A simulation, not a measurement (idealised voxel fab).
The name of this process module is voxel fin reveal.
The cross-section shown here is cut; it is 235 nm wide and divided into square cells measuring 5 nm on a side.
Cross-section, as written here: a square-cell grid given band by band from the top down, where a band holds one or more rows of cells. Top, bottom (nm), then materials left to right with widths (nm); lone material tagged "edge to edge" fills the whole band edge to edge; "blank" = empty space. A quick word on heights: they are counted from 0, and under that level the wafer as it came to us is one material throughout. The lowest band is different from the rest in having no bottom; it simply continues downward, written as in "0..down". The two numbers in a width such as "30->40" mark its ends across the band: the first belongs to the top row of cells, the second to the bottom row, and from each row to the next the width moves by the same amount. For the purposes of this document, the phrase "nothing altered" attached to a step denotes that no cell within the cross-section was modified by that step. Entry "Enclosed void inventory". Content: empty spaces with no open connection to the top, size 8 cells or greater. Each: width x height at distance. Distance: from left edge. Unit: nm. Whatever follows a step's settings on its line is a remark the simulator itself makes about that step. What "overlay nm" on a step's line means: if the step has a mask, that mask lay this far to the right of its planned place, or, when the value is negative, to the left.

The process steps that were planned are listed below:
1,RECEIVE with material Si
2,CONFORMAL_DEP with material SiN, thk nm 5
3,PATTERN with tone cover, mask id FINS, material resist, width nm 15, pitch nm 35, thk nm 15, overlay nm 0
4,DIRECTIONAL_ETCH with etch materials SiN, depth nm 5
5,DIRECTIONAL_ETCH with etch materials Si, depth nm 30
6,STRIP with etch materials resist
7,OXIDIZE with depth nm 5
8,FILL_DEP with material SiO2, thk nm 10
9,CMP with height nm 5
10,SELECTIVE_ETCH with etch materials SiO2, depth nm 15
11,STRIP with etch materials SiN
12,CONFORMAL_DEP with material SiO2, thk nm 5

Cross-section: wafer on arrival = after step 1:
  0..down  Si edge to edge
  Enclosed void inventory: none

Final wafer profile in cross-section after the module, from the same start and plan as above, with one mistake made during processing:
  5..0  90 blank  15 SiO2  20 blank  15 SiO2  95 blank
  0..-5  90 blank  5 SiO2  5 Si  5 SiO2  20 blank  5 SiO2  5 Si  5 SiO2  95 blank
  -5..-10  80 SiO2  10 blank  5 SiO2  5 Si  5 SiO2  20 blank  5 SiO2  5 Si  5 SiO2  10 blank  85 SiO2
  -10..-35  95 SiO2  5 Si  30 SiO2  5 Si  100 SiO2
  -35..down  Si edge to edge
  Enclosed void inventory: none
Plan not followed: steps 10 and 11 traded places in the executed sequence
